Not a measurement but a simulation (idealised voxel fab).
Process module, titled voxel gate over fins
The figure presents cross-section cut, which has a width of 300 nm and is divided into square cells with an edge length of 5 nm.
This document writes a cross-section as a grid whose cells are square, and gives it as bands, listed from the top down; one or more rows of cells form a band.
A band entry consists of two parts. The first gives the height of the band's top and the height of its bottom, in nm. The rest lists the band's materials from left to right, each with its width in nm. A single material labelled with the word "all across" fills the band from edge to edge, and the word "empty" marks empty space.
Below 0: as-received wafer, all one material; heights counted from there. Lowest band: no bottom, goes on down, written "0 nm and below".
Note: "30->40" means the width goes from the first number (top row of the band) to the second number (bottom row) in equal steps per row of cells.
"changes: none" means the step left every cell of the cross-section as it was.
Empty spaces counting at least 8 cells and having no open way to the top are listed in "Closed void catalog". The notation width x height at distance is used for each, the distance being from the left edge and all three values in nm.
Formally, on a step line, whatever follows the settings is a remark that the simulator itself makes on the step.
overlay nm: right-of-plan distance of the mask on a masked step; negative values mean left-of-plan.
The process steps that were planned are listed below
- 1: RECEIVE, material Si
- 2: CONFORMAL_DEP, material SiN, thk nm 10
- 3: PATTERN, tone cover, mask id FINS, material resist, width nm 15, pitch nm 45, thk nm 20, overlay nm -15
- 4: DIRECTIONAL_ETCH, etch materials SiN, depth nm 10
- 5: DIRECTIONAL_ETCH, etch materials Si, depth nm 40
- 6: STRIP, etch materials resist
- 7: OXIDIZE, depth nm 5
- 8: FILL_DEP, material SiO2, thk nm 5
- 9: CMP, height nm 10
- 10: SELECTIVE_ETCH, etch materials SiO2, depth nm 20
- 11: STRIP, etch materials SiN
- 12: CONFORMAL_DEP, material HfO2, thk nm 5
- 13: CONFORMAL_DEP, material TiN, thk nm 5
- 14: CONFORMAL_DEP, material TiAl, thk nm 5
- 15: CONFORMAL_DEP, material TiN, thk nm 5
- 16: FILL_DEP, material W, thk nm 10
- 17: CMP, height nm 25
- 18: CONFORMAL_DEP, material SiN, thk nm 5
Where the wafers of this document differ is in the overlay nm of step 3; they start out the same, and the plan states the value that applied to the first wafer.
Cross-section, first of several wafers, as delivered after step 1
    0 nm and below  Si all across
    Closed void catalog: none
End of module, by wafer: material-by-material cell gain (+) or loss (-) since receipt, then closed voids
overlay nm -15 | +68 HfO2 | -522 Si | +60 SiN | +406 SiO2 | +68 TiAl | +136 TiN | +144 W | Closed void catalog: none
overlay nm -10 | +68 HfO2 | -522 Si | +60 SiN | +406 SiO2 | +68 TiAl | +136 TiN | +144 W | Closed void catalog: none
overlay nm -5 | +68 HfO2 | -522 Si | +60 SiN | +406 SiO2 | +68 TiAl | +136 TiN | +144 W | Closed void catalog: none
overlay nm 0 | +68 HfO2 | -522 Si | +60 SiN | +406 SiO2 | +68 TiAl | +136 TiN | +144 W | Closed void catalog: none
overlay nm 5 | +68 HfO2 | -522 Si | +60 SiN | +406 SiO2 | +68 TiAl | +136 TiN | +144 W | Closed void catalog: none
overlay nm 10 | +68 HfO2 | -522 Si | +60 SiN | +406 SiO2 | +68 TiAl | +136 TiN | +144 W | Closed void catalog: none
overlay nm 15 | +68 HfO2 | -522 Si | +60 SiN | +406 SiO2 | +68 TiAl | +136 TiN | +144 W | Closed void catalog: none
